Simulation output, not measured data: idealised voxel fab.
The document below concerns the process module designated voxel ribs on slabs.
FYI the section here is cut, 155 nm wide, cells are 5 nm squares.
A cross-section in this document is a grid of square cells, and it is written down as bands, the top band listed before the ones below it; a band is made up of one or more rows of cells.
In this notation a band is specified by the heights of its top and bottom, in that order and in nm, after which its materials appear from left to right, each paired with its width in nm. The word "everywhere" attached to a single material means that material fills the band from edge to edge; the word "air" stands for empty space.
Counting heights begins at 0, where everything beneath is, in the wafer as received, one material. The lowest band has no bottom; it goes on downwards, as "z 0 and below" shows.
The notation "30->40" denotes a width that varies across the rows of cells in the band, beginning at the first number in the top row, finishing at the second number in the bottom row, and changing by an identical amount from each row to the next.
"same as before" after a step means that no cell of the cross-section changed.
You'll see "Voids, fully enclosed" listing empty spaces that have no way open to the top, as long as they're 8 cells or more; the notation is width x height at distance, where the distance is from the left edge, and all of it is in nm.
Anything after a step's settings on that line? It's the simulator's own note about the step.
The line of a step may include "overlay nm". On a step with a mask, this value is how far to the right of its planned place the mask lay. A negative value means the mask lay to the left.

**So here's the lineup of process steps we planned**
| 1 | RECEIVE: material Si |
| 2 | DIRECTIONAL_DEP: material SiO2, thk nm 20 |
| 3 | DIRECTIONAL_DEP: material SiN, thk nm 25 |
| 4 | PATTERN: tone cover, mask id RIB, material resist, width nm 30, thk nm 20, overlay nm 0 |
| 5 | DIRECTIONAL_ETCH: etch materials SiN, depth nm 15 |
| 6 | STRIP: etch materials resist |
| 7 | MASKED_ETCH: tone cover, mask id SLAB, width nm 90, etch materials SiN, depth nm 10, overlay nm 0 |
| 8 | FILL_DEP: material SiO2, thk nm 15 |
| 9 | CMP: height nm 55 |
| 10 | DIRECTIONAL_DEP: material W, thk nm 10 |
| 11 | PATTERN: tone cover, mask id HEATER, material resist, width nm 40, thk nm 20, overlay nm 0 |
| 12 | DIRECTIONAL_ETCH: etch materials W, depth nm 10 |
| 13 | STRIP: etch materials resist |
| 14 | CONFORMAL_DEP: material SiO2, thk nm 5 |

**Step 1 complete: cross-section of the wafer as received**
	z 0 and below | Si everywhere
	Voids, fully enclosed: none

**Same starting wafer, same plan as above, one mistake in the execution; this is the cross-section at the end of the module**
	z 70 to 65 | air=50 | SiO2=50 | air=55
	z 65 to 60 | air=50 | SiO2=5 | W=40 | SiO2=5 | air=55
	z 60 to 55 | SiO2=55 | W=40 | SiO2=60
	z 55 to 45 | SiO2 everywhere
	z 45 to 30 | SiO2=70 | SiN=30 | SiO2=55
	z 30 to 20 | SiO2=30 | SiN=90 | SiO2=35
	z 20 to 0 | SiO2 everywhere
	z 0 and below | Si everywhere
	Voids, fully enclosed: none
Short version of what went wrong: step 4 ran with different settings than intended, the actual operation and settings being PATTERN: tone cover, mask id RIB, material resist, width nm 30, thk nm 20, overlay nm 10
